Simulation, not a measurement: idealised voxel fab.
The name of this process module is voxel ribs on slabs.
It is cross-section cut that appears here, measuring 230 nm in width, its square cells being 5 nm in size.
If you're reading a cross-section in this doc, picture square cells in a grid; it comes to you as bands, top ones listed first down to the bottom, and a band can be one or more rows of cells.
Within each band entry, the heights of the top and of the bottom of the band appear first, in that order and in nm; the materials of the band then follow from left to right, each with its corresponding width in nm. The designation "throughout" on a single material indicates that it fills the band from edge to edge; the designation "empty" indicates empty space.
Note: height 0 marks the level under which the wafer is uniformly one material as received. Lowest band unbounded below, written "0 down".
You'd read "30 to 40" like this: the band's top row of cells is as wide as the first number, its bottom row is as wide as the second, and going down, every row changes width by the same amount as the row before did.
For the purposes of this document, the phrase "changes: none" attached to a step denotes that no cell within the cross-section was modified by that step.
"Enclosed void listing" contains a list of empty spaces, each no smaller than 8 cells and without an open way to the top, written in the form width x height at distance with the distance from the left edge and all three in nm.
Anything after a step's settings on that line? It's the simulator's own note about the step.
overlay nm: mask offset rightward from planned place, masked step; negative means leftward offset.

LISTED BELOW ARE THE PROCESS STEPS AS PLANNED
1. RECEIVE, material Si
2. DIRECTIONAL_DEP, material SiO2, thk nm 20
3. DIRECTIONAL_DEP, material polySi, thk nm 20
4. DIRECTIONAL_DEP, material aC, thk nm 10
5. PATTERN, tone cover, mask id RIB, material resist, width nm 25, thk nm 30, overlay nm 0
6. DIRECTIONAL_ETCH, etch materials aC, depth nm 10
7. STRIP, etch materials resist
8. DIRECTIONAL_ETCH, etch materials polySi, depth nm 5
9. STRIP, etch materials aC
10. MASKED_ETCH, tone cover, mask id SLAB, width nm 65, etch materials polySi, depth nm 15, overlay nm 0
11. FILL_DEP, material SiO2, thk nm 20
12. CMP, height nm 55
13. DIRECTIONAL_DEP, material W, thk nm 5
14. PATTERN, tone cover, mask id HEATER, material resist, width nm 35, thk nm 20, overlay nm 0
15. DIRECTIONAL_ETCH, etch materials W, depth nm 5
16. STRIP, etch materials resist
17. CONFORMAL_DEP, material SiO2, thk nm 5

STEP 1 COMPLETE: CROSS-SECTION OF THE WAFER AS RECEIVED
0 down: Si throughout
Enclosed void listing: none

SECTIONED VIEW, FIRST OF TWO WAFERS, AT THE CLOSE OF THE MODULE, PROCESSED AS INTENDED IN THE PLAN
65 to 60: empty 90 / SiO2 45 / empty 95
60 to 55: SiO2 95 / W 35 / SiO2 100
55 to 40: SiO2 throughout
40 to 35: SiO2 100 / polySi 25 / SiO2 105
35 to 20: SiO2 80 / polySi 65 / SiO2 85
20 to 0: SiO2 throughout
0 down: Si throughout
Enclosed void listing: none

THIS IS THE SECOND OF THE TWO WAFERS, CROSS-SECTIONED AT THE END OF THE MODULE; IT STARTED EXACTLY LIKE THE FIRST AND WAS GIVEN THE SAME PLAN, BUT IT WAS RUN WITH ONE MISTAKE
60 to 55: empty 95 / W 35 / empty 100
55 to 40: SiO2 throughout
40 to 35: SiO2 100 / polySi 25 / SiO2 105
35 to 20: SiO2 80 / polySi 65 / SiO2 85
20 to 0: SiO2 throughout
0 down: Si throughout
Enclosed void listing: none
Which mistake was made when the wafer was run? step 17 of the plan was omitted and not executed
Bottom line after processing is that, in cells, the second wafer is up or down on some materials versus the first: SiO2: 48 fewer
